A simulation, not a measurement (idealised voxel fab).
Process module heading - voxel ribs on slabs
The cross-section on display is named cut; it measures 150 nm wide, and its cells are 5 nm squares.
The cross-sections in this document take the form of a grid made of square cells. They are written out as bands, in order from top to bottom. Each band consists of one or more rows of cells.
Quick guide to a band line: top height, bottom height (nm) up front; then every material left to right with its width in nm. Only one material and it's marked "edge to edge"? Then it fills the band edge to edge. And "empty" just means empty space.
The level at which height equals 0 is the one under which the wafer, as it arrives, is entirely one material. No lower edge exists for the bottom band, which continues downward and is notated as in "0 down".
Width "30->40": first value at the band's top row of cells, second value at its bottom row, equal change from row to row.
Key: "nothing altered" - step with no changed cell in the cross-section.
You'll see "Fully closed voids" listing empty spaces that have no way open to the top, as long as they're 8 cells or more; the notation is width x height at distance, where the distance is from the left edge, and all of it is in nm.
Step line, after settings: the simulator's comment on this step.
overlay nm: how far to the right of its planned place the mask lay on this masked step (negative: to the left).
# Here's what the planned process steps look like
1) RECEIVE,material Si
2) DIRECTIONAL_DEP,material SiO2,thk nm 20
3) DIRECTIONAL_DEP,material polySi,thk nm 20
4) MASKED_ETCH,tone cover,mask id RIB,width nm 15,etch materials polySi,depth nm 5,overlay nm 0
5) DIRECTIONAL_DEP,material aC,thk nm 15
6) PATTERN,tone cover,mask id SLAB,material resist,width nm 45,thk nm 30,overlay nm 0
7) DIRECTIONAL_ETCH,etch materials aC,depth nm 15
8) STRIP,etch materials resist
9) DIRECTIONAL_ETCH,etch materials polySi,depth nm 15
10) STRIP,etch materials aC
11) FILL_DEP,material SiO2,thk nm 20
12) CMP,height nm 50
13) DIRECTIONAL_DEP,material TiN,thk nm 10
14) PATTERN,tone cover,mask id HEATER,material resist,width nm 25,thk nm 15,overlay nm 0
15) DIRECTIONAL_ETCH,etch materials TiN,depth nm 10
16) STRIP,etch materials resist
17) CONFORMAL_DEP,material SiN,thk nm 10
# Concerning the first of two wafers, which was run in accordance with the plan
# Incoming wafer in cross-section (state: after step 1)
> 0 down = Si edge to edge
> Fully closed voids: none
# State of the wafer after step 2, shown in cross-section
> 20 to 0 = SiO2 edge to edge
> Nothing below the height 0 has changed.
# State of the wafer after step 3, shown in cross-section
> 40 to 20 = polySi edge to edge
> Nothing below the height 20 has changed.
# State of the wafer after step 4, shown in cross-section
> 40 to 35 = empty 65 nm  polySi 15 nm  empty 70 nm
> Nothing below the height 35 has changed.
# State of the wafer after step 5, shown in cross-section
> 55 to 50 = empty 65 nm  aC 15 nm  empty 70 nm
> 50 to 40 = aC edge to edge
> 40 to 35 = aC 65 nm  polySi 15 nm  aC 70 nm
> Nothing below the height 35 has changed.
# State of the wafer after step 6, shown in cross-section
> 85 to 55 = empty 50 nm  resist 45 nm  empty 55 nm
> 55 to 50 = empty 50 nm  resist 15 nm  aC 15 nm  resist 15 nm  empty 55 nm
> Nothing below the height 50 has changed.
# State of the wafer after step 7, shown in cross-section
> 70 to 55 = empty 50 nm  resist 45 nm  empty 55 nm
> 55 to 50 = empty 50 nm  resist 15 nm  aC 15 nm  resist 15 nm  empty 55 nm
> 50 to 40 = empty 50 nm  aC 45 nm  empty 55 nm
> 40 to 35 = empty 50 nm  aC 15 nm  polySi 15 nm  aC 15 nm  empty 55 nm
> Nothing below the height 35 has changed.
# State of the wafer after step 8, shown in cross-section
> 55 to 50 = empty 65 nm  aC 15 nm  empty 70 nm
> Nothing below the height 50 has changed.
# State of the wafer after step 9, shown in cross-section
> 55 to 50 = empty 65 nm  aC 15 nm  empty 70 nm
> 50 to 40 = empty 50 nm  aC 45 nm  empty 55 nm
> 40 to 35 = empty 50 nm  aC 15 nm  polySi 15 nm  aC 15 nm  empty 55 nm
> 35 to 20 = empty 50 nm  polySi 45 nm  empty 55 nm
> Nothing below the height 20 has changed.
# State of the wafer after step 10, shown in cross-section
> 40 to 35 = empty 65 nm  polySi 15 nm  empty 70 nm
> Nothing below the height 35 has changed.
# State of the wafer after step 11, shown in cross-section
> 60 to 40 = SiO2 edge to edge
> 40 to 35 = SiO2 65 nm  polySi 15 nm  SiO2 70 nm
> 35 to 20 = SiO2 50 nm  polySi 45 nm  SiO2 55 nm
> Nothing below the height 20 has changed.
# State of the wafer after step 12, shown in cross-section
> 50 to 40 = SiO2 edge to edge
> Nothing below the height 40 has changed.
# State of the wafer after step 13, shown in cross-section
> 60 to 50 = TiN edge to edge
> Nothing below the height 50 has changed.
# State of the wafer after step 14, shown in cross-section
> 75 to 60 = empty 60 nm  resist 25 nm  empty 65 nm
> Nothing below the height 60 has changed.
# State of the wafer after step 15, shown in cross-section
> 75 to 60 = empty 60 nm  resist 25 nm  empty 65 nm
> 60 to 50 = empty 60 nm  TiN 25 nm  empty 65 nm
> Nothing below the height 50 has changed.
# State of the wafer after step 16, shown in cross-section
> 60 to 50 = empty 60 nm  TiN 25 nm  empty 65 nm
> Nothing below the height 50 has changed.
# State of the wafer after step 17, shown in cross-section
> 70 to 60 = empty 50 nm  SiN 45 nm  empty 55 nm
> 60 to 50 = SiN 60 nm  TiN 25 nm  SiN 65 nm
> Nothing below the height 50 has changed.
# The second wafer was prepared from the same starting point and under the same plan as the first; its processing contained one mistake, and it remains indistinguishable from the first wafer up to and including step 3
# Cross-section: second wafer, time at which step 4 was scheduled to end
> 40 to 35 = empty 60 nm  polySi 25 nm  empty 65 nm
> Nothing below the height 35 has changed.
# Cross-section: second wafer, time at which step 5 was scheduled to end
> 55 to 50 = empty 60 nm  aC 25 nm  empty 65 nm
> 50 to 40 = aC edge to edge
> 40 to 35 = aC 60 nm  polySi 25 nm  aC 65 nm
> Nothing below the height 35 has changed.
# Cross-section: second wafer, time at which step 6 was scheduled to end
> 85 to 55 = empty 50 nm  resist 45 nm  empty 55 nm
> 55 to 50 = empty 50 nm  resist 10 nm  aC 25 nm  resist 10 nm  empty 55 nm
> Nothing below the height 50 has changed.
# Cross-section: second wafer, time at which step 7 was scheduled to end
> 70 to 55 = empty 50 nm  resist 45 nm  empty 55 nm
> 55 to 50 = empty 50 nm  resist 10 nm  aC 25 nm  resist 10 nm  empty 55 nm
> 50 to 40 = empty 50 nm  aC 45 nm  empty 55 nm
> 40 to 35 = empty 50 nm  aC 10 nm  polySi 25 nm  aC 10 nm  empty 55 nm
> Nothing below the height 35 has changed.
# Cross-section: second wafer, time at which step 8 was scheduled to end
> 55 to 50 = empty 60 nm  aC 25 nm  empty 65 nm
> Nothing below the height 50 has changed.
# Cross-section: second wafer, time at which step 9 was scheduled to end
> 55 to 50 = empty 60 nm  aC 25 nm  empty 65 nm
> 50 to 40 = empty 50 nm  aC 45 nm  empty 55 nm
> 40 to 35 = empty 50 nm  aC 10 nm  polySi 25 nm  aC 10 nm  empty 55 nm
> 35 to 20 = empty 50 nm  polySi 45 nm  empty 55 nm
> Nothing below the height 20 has changed.
# Cross-section: second wafer, time at which step 10 was scheduled to end
> 40 to 35 = empty 60 nm  polySi 25 nm  empty 65 nm
> Nothing below the height 35 has changed.
# Cross-section: second wafer, time at which step 11 was scheduled to end
> 60 to 40 = SiO2 edge to edge
> 40 to 35 = SiO2 60 nm  polySi 25 nm  SiO2 65 nm
> 35 to 20 = SiO2 50 nm  polySi 45 nm  SiO2 55 nm
> Nothing below the height 20 has changed.
# Cross-section: second wafer, time at which step 12 was scheduled to end
> 50 to 40 = SiO2 edge to edge
> Nothing below the height 40 has changed.
# Cross-section: second wafer, time at which step 13 was scheduled to end
> 60 to 50 = TiN edge to edge
> Nothing below the height 50 has changed.
# Cross-section: second wafer, time at which step 14 was scheduled to end
> 75 to 60 = empty 60 nm  resist 25 nm  empty 65 nm
> Nothing below the height 60 has changed.
# Cross-section: second wafer, time at which step 15 was scheduled to end
> 75 to 60 = empty 60 nm  resist 25 nm  empty 65 nm
> 60 to 50 = empty 60 nm  TiN 25 nm  empty 65 nm
> Nothing below the height 50 has changed.
# Cross-section: second wafer, time at which step 16 was scheduled to end
> 60 to 50 = empty 60 nm  TiN 25 nm  empty 65 nm
> Nothing below the height 50 has changed.
# Cross-section: second wafer, time at which step 17 was scheduled to end
> 70 to 60 = empty 50 nm  SiN 45 nm  empty 55 nm
> 60 to 50 = SiN 60 nm  TiN 25 nm  SiN 65 nm
> Nothing below the height 50 has changed.
Where did the run depart from the plan? step 4 was run on a setting that differed from the plan, and what really ran there is MASKED_ETCH,tone cover,mask id RIB,width nm 25,etch materials polySi,depth nm 5,overlay nm 0
at the end the second wafer has, in cells: SiO2 -2 | polySi +2
